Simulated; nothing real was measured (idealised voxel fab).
Proc. module: voxel transistor to metal
Each square cell in cross-section cut measures 5 nm, and the section as a whole is 175 nm wide.
Square cells in a grid make up a cross-section in this document, and the grid is given as bands, listed from the top down, each one or more rows of cells.
What a band's entry tells you: where the top is and where the bottom is, as heights in nm, and after that what lies inside, material by material from left to right, each with its width in nm. Empty space is written as the word "blank", and a single material marked with the word "throughout" occupies the band from edge to edge.
Below 0: as-received wafer, all one material; heights counted from there. Lowest band: no bottom, goes on down, written "0 -> down".
With a width like "30 to 40", each row of cells in the band differs from the next by the same amount, the top row carrying the first number and the bottom row the second.
A step reported as "left unchanged" is a step in which no cell of the cross-section changed.
Reported under the label "Cavities, sealed" are the empty spaces having no open way to the top and comprising 8 cells or more; the notation for each is width x height at distance, in which the distance is measured from the left edge and all three values are in nm.
Past the settings on a step's line: simulator remark, on that step.
overlay nm: mask right of planned place by this much (step with mask). Neg. = left.
### The following list gives the planned process steps
1,RECEIVE, material Si
2,OXIDIZE, depth nm 5
3,CONFORMAL_DEP, material SiN, thk nm 15
4,PATTERN, tone cover, mask id ACTIVE, material resist, width nm 105, thk nm 15, overlay nm 0
5,DIRECTIONAL_ETCH, etch materials SiN, depth nm 15
6,DIRECTIONAL_ETCH, etch materials SiO2, depth nm 5
7,DIRECTIONAL_ETCH, etch materials Si, depth nm 30
8,STRIP, etch materials resist
9,OXIDIZE, depth nm 5
10,FILL_DEP, material SiO2, thk nm 15
11,CMP, height nm 15
12,SELECTIVE_ETCH, etch materials SiO2, depth nm 5
13,STRIP, etch materials SiN
14,SELECTIVE_ETCH, etch materials SiO2, depth nm 5
15,OXIDIZE, depth nm 5
16,DIRECTIONAL_DEP, material polySi, thk nm 30
17,DIRECTIONAL_DEP, material SiCN, thk nm 10
18,DIRECTIONAL_DEP, material aC, thk nm 10
19,PATTERN, tone cover, mask id GATE, material resist, width nm 25, thk nm 30, overlay nm 0
20,DIRECTIONAL_ETCH, etch materials aC, depth nm 10
21,STRIP, etch materials resist
22,DIRECTIONAL_ETCH, etch materials SiCN, depth nm 20
23,DIRECTIONAL_ETCH, etch materials polySi, depth nm 40
24,STRIP, etch materials aC
25,CONFORMAL_DEP, material SiN, thk nm 10
26,DIRECTIONAL_ETCH, etch materials SiN, depth nm 10
27,DIRECTIONAL_ETCH, etch materials SiO2, depth nm 5
28,DIRECTIONAL_ETCH, etch materials Si, depth nm 10
29,EPI, material SiGe, thk nm 10
30,FILL_DEP, material SiO2, thk nm 10
31,CMP, height nm 25
32,STRIP, etch materials polySi
33,SELECTIVE_ETCH, etch materials SiO2, depth nm 5
34,CONFORMAL_DEP, material HfO2, thk nm 5
35,CONFORMAL_DEP, material TiN, thk nm 5
36,FILL_DEP, material W, thk nm 5
37,CMP, height nm 20
38,DIRECTIONAL_DEP, material SiO2, thk nm 15
39,MASKED_ETCH, tone open, mask id CONTACT, width nm 20, pitch nm 75, etch materials SiO2, depth nm 45, overlay nm 0
40,CONFORMAL_DEP, material TiN, thk nm 5
41,FILL_DEP, material Ru, thk nm 5
42,CMP, height nm 35
43,DIRECTIONAL_DEP, material TiN, thk nm 5
44,DIRECTIONAL_DEP, material W, thk nm 25
45,DIRECTIONAL_DEP, material aC, thk nm 15
46,PATTERN, tone cover, mask id METAL_1, material resist, width nm 20, pitch nm 75, thk nm 35, overlay nm 0
47,DIRECTIONAL_ETCH, etch materials aC, depth nm 15
48,STRIP, etch materials resist
49,DIRECTIONAL_ETCH, etch materials W, depth nm 25
50,DIRECTIONAL_ETCH, etch materials TiN, depth nm 5
51,STRIP, etch materials aC
52,FILL_DEP, material SiO2, thk nm 5
53,CMP, height nm 65
54,CONFORMAL_DEP, material SiCN, thk nm 5
55,DIRECTIONAL_DEP, material lowk, thk nm 30
56,DIRECTIONAL_DEP, material aC, thk nm 15
57,PATTERN, tone open, mask id METAL_2, material resist, width nm 20, pitch nm 75, thk nm 30, overlay nm 0
58,DIRECTIONAL_ETCH, etch materials aC, depth nm 15
59,STRIP, etch materials resist
60,DIRECTIONAL_ETCH, etch materials lowk, depth nm 15
61,STRIP, etch materials aC
62,DIRECTIONAL_DEP, material aC, thk nm 15
63,PATTERN, tone open, mask id METAL_2_HOLES, material resist, width nm 15, pitch nm 75, thk nm 30, overlay nm 0
64,DIRECTIONAL_ETCH, etch materials aC, depth nm 15
65,STRIP, etch materials resist
66,DIRECTIONAL_ETCH, etch materials lowk, depth nm 15
67,DIRECTIONAL_ETCH, etch materials SiCN, depth nm 5
68,STRIP, etch materials aC
69,CONFORMAL_DEP, material TiN, thk nm 5
70,FILL_DEP, material Cu, thk nm 5
71,CMP, height nm 100
72,CONFORMAL_DEP, material SiN, thk nm 5
### Cross-section of the wafer upon arrival, representing the state reached after step 1
> 0 -> down  Si throughout
> Cavities, sealed: none
### Cross-section taken at module completion on the first of two wafers; processed per the plan
> 105 -> 100  SiN throughout
> 100 -> 90  40 lowk / 5 TiN / 10 Cu / 5 TiN / 55 lowk / 5 TiN / 10 Cu / 5 TiN / 40 lowk
> 90 -> 85  40 lowk / 5 TiN / 5 Cu / 10 TiN / 55 lowk / 5 TiN / 5 Cu / 10 TiN / 40 lowk
> 85 -> 70  40 lowk / 5 TiN / 5 Cu / 5 TiN / 60 lowk / 5 TiN / 5 Cu / 5 TiN / 45 lowk
> 70 -> 65  40 SiCN / 15 TiN / 60 SiCN / 15 TiN / 45 SiCN
> 65 -> 40  40 SiO2 / 20 W / 55 SiO2 / 20 W / 40 SiO2
> 40 -> 35  40 SiO2 / 20 TiN / 55 SiO2 / 20 TiN / 40 SiO2
> 35 -> 20  40 SiO2 / 5 TiN / 10 Ru / 5 TiN / 55 SiO2 / 5 TiN / 10 Ru / 5 TiN / 40 SiO2
> 20 -> 5  40 SiO2 / 5 TiN / 10 Ru / 5 TiN / 5 SiO2 / 10 SiN / 5 HfO2 / 5 TiN / 5 W / 5 TiN / 5 HfO2 / 10 SiN / 5 SiO2 / 5 TiN / 10 Ru / 5 TiN / 40 SiO2
> 5 -> 0  30 SiO2 / 10 SiN / 5 TiN / 5 Ru / 10 TiN / 5 SiO2 / 10 SiN / 5 HfO2 / 5 TiN / 5 W / 5 TiN / 5 HfO2 / 10 SiN / 5 SiO2 / 10 TiN / 5 Ru / 5 TiN / 10 SiN / 30 SiO2
> 0 -> -5  30 SiO2 / 10 SiN / 5 TiN / 5 Ru / 5 TiN / 10 SiGe / 10 SiN / 5 HfO2 / 15 TiN / 5 HfO2 / 10 SiN / 10 SiGe / 5 TiN / 5 Ru / 5 TiN / 10 SiN / 30 SiO2
> -5 -> -10  40 SiO2 / 15 TiN / 10 SiGe / 5 SiO2 / 35 HfO2 / 5 SiO2 / 10 SiGe / 15 TiN / 40 SiO2
> -10 -> -20  40 SiO2 / 25 SiGe / 45 Si / 25 SiGe / 40 SiO2
> -20 -> -40  40 SiO2 / 95 Si / 40 SiO2
> -40 -> down  Si throughout
> Cavities, sealed: none
### Cross-section, second wafer: same start as the first, same plan as the first, one mistake in running it; taken at the end of the module
> 105 -> 100  SiN throughout
> 100 -> 90  40 lowk / 5 TiN / 10 Cu / 5 TiN / 55 lowk / 5 TiN / 10 Cu / 5 TiN / 40 lowk
> 90 -> 85  40 lowk / 5 TiN / 5 Cu / 10 TiN / 55 lowk / 5 TiN / 5 Cu / 10 TiN / 40 lowk
> 85 -> 70  40 lowk / 5 TiN / 5 Cu / 5 TiN / 60 lowk / 5 TiN / 5 Cu / 5 TiN / 45 lowk
> 70 -> 65  40 SiCN / 15 TiN / 60 SiCN / 15 TiN / 45 SiCN
> 65 -> 40  40 SiO2 / 20 W / 55 SiO2 / 20 W / 40 SiO2
> 40 -> 35  40 SiO2 / 20 TiN / 55 SiO2 / 20 TiN / 40 SiO2
> 35 -> 20  40 SiO2 / 5 TiN / 10 Ru / 5 TiN / 55 SiO2 / 5 TiN / 10 Ru / 5 TiN / 40 SiO2
> 20 -> 5  40 SiO2 / 5 TiN / 10 Ru / 5 TiN / 5 SiO2 / 10 SiN / 5 TiN / 5 HfO2 / 5 W / 5 HfO2 / 5 TiN / 10 SiN / 5 SiO2 / 5 TiN / 10 Ru / 5 TiN / 40 SiO2
> 5 -> 0  30 SiO2 / 10 SiN / 5 TiN / 5 Ru / 10 TiN / 5 SiO2 / 10 SiN / 5 TiN / 5 HfO2 / 5 W / 5 HfO2 / 5 TiN / 10 SiN / 5 SiO2 / 10 TiN / 5 Ru / 5 TiN / 10 SiN / 30 SiO2
> 0 -> -5  30 SiO2 / 10 SiN / 5 TiN / 5 Ru / 5 TiN / 10 SiGe / 10 SiN / 5 TiN / 15 HfO2 / 5 TiN / 10 SiN / 10 SiGe / 5 TiN / 5 Ru / 5 TiN / 10 SiN / 30 SiO2
> -5 -> -10  40 SiO2 / 15 TiN / 10 SiGe / 5 SiO2 / 35 TiN / 5 SiO2 / 10 SiGe / 15 TiN / 40 SiO2
> -10 -> -20  40 SiO2 / 25 SiGe / 45 Si / 25 SiGe / 40 SiO2
> -20 -> -40  40 SiO2 / 95 Si / 40 SiO2
> -40 -> down  Si throughout
> Cavities, sealed: none
So what did we get wrong on this run? so 34 and 35 got swapped relative to the plan, each ran where the other was supposed to
Counted in cells at the end, the second wafer holds more or fewer of these materials than the first: -6 HfO2; +6 TiN
